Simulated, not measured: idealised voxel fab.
Process module in this document: voxel double patterning
The figure presents cross-section cut, which has a width of 170 nm and is divided into square cells with an edge length of 5 nm.
Square cells in a grid make up a cross-section in this document, and the grid is given as bands, listed from the top down, each one or more rows of cells. Heights first: top, then bottom, in nm. Then materials, left to right, each with a width in nm. "throughout" on a single material: fills the band edge to edge. "empty": empty space. Height reference: 0 = level under which incoming wafer is all one material. Lowest band: no bottom, runs on downward, e.g. "0 -> down". Per-row width for "30..40": begins at first number (top row of band), ends at second number (bottom row), increment between rows held constant. "no modification" for a step: no cell of the cross-section changed in that step. The label "Sealed-off cavities" introduces a list of the empty spaces, 8 cells or larger, that have no open way up to the top; each entry in it reads width x height at distance, where the distance is taken from the left edge and all three are stated in nm. It should be noted that, on the line of a given step, the content following the step's settings is a remark produced by the simulator itself with respect to that step. overlay nm: how far to the right of its planned place the mask lay on this masked step (negative: to the left).

# Intended process steps
| 1 | RECEIVE | material Si |
| 2 | CONFORMAL_DEP | material SiN | thk nm 10 |
| 3 | DIRECTIONAL_DEP | material SiO2 | thk nm 15 |
| 4 | DIRECTIONAL_DEP | material SiCN | thk nm 5 |
| 5 | PATTERN | tone open | mask id FIRST | material resist | width nm 15 | pitch nm 50 | thk nm 15 | overlay nm -15 |
| 6 | DIRECTIONAL_ETCH | etch materials SiCN | depth nm 5 |
| 7 | STRIP | etch materials resist |
| 8 | DIRECTIONAL_DEP | material aC | thk nm 10 |
| 9 | PATTERN | tone open | mask id SECOND | material resist | width nm 15 | thk nm 30 | overlay nm 0 |
| 10 | DIRECTIONAL_ETCH | etch materials aC | depth nm 10 |
| 11 | STRIP | etch materials resist |
| 12 | DIRECTIONAL_ETCH | etch materials SiCN | depth nm 5 |
| 13 | STRIP | etch materials aC |
| 14 | DIRECTIONAL_ETCH | etch materials SiO2 | depth nm 15 |
| 15 | STRIP | etch materials SiCN |
The value of overlay nm given for step 5 in the plan refers to the first wafer; the wafers vary in this setting and are alike at the start.

# The first of several wafers as received, shown in cross-section; this is its state after step 1
	0 -> down | Si throughout
	Sealed-off cavities: none

# Heads up, this table goes wafer by wafer. A row tells you, at the end of the module, how many cells of each material that wafer has put on (+) or dropped (-) since it was received, and then its closed voids
overlay nm -15, +68 SiN, +78 SiO2, Sealed-off cavities: none
overlay nm -10, +68 SiN, +75 SiO2, Sealed-off cavities: none
overlay nm -5, +68 SiN, +75 SiO2, Sealed-off cavities: none
overlay nm 0, +68 SiN, +75 SiO2, Sealed-off cavities: none
overlay nm 5, +68 SiN, +75 SiO2, Sealed-off cavities: none
overlay nm 10, +68 SiN, +75 SiO2, Sealed-off cavities: none
overlay nm 15, +68 SiN, +78 SiO2, Sealed-off cavities: none
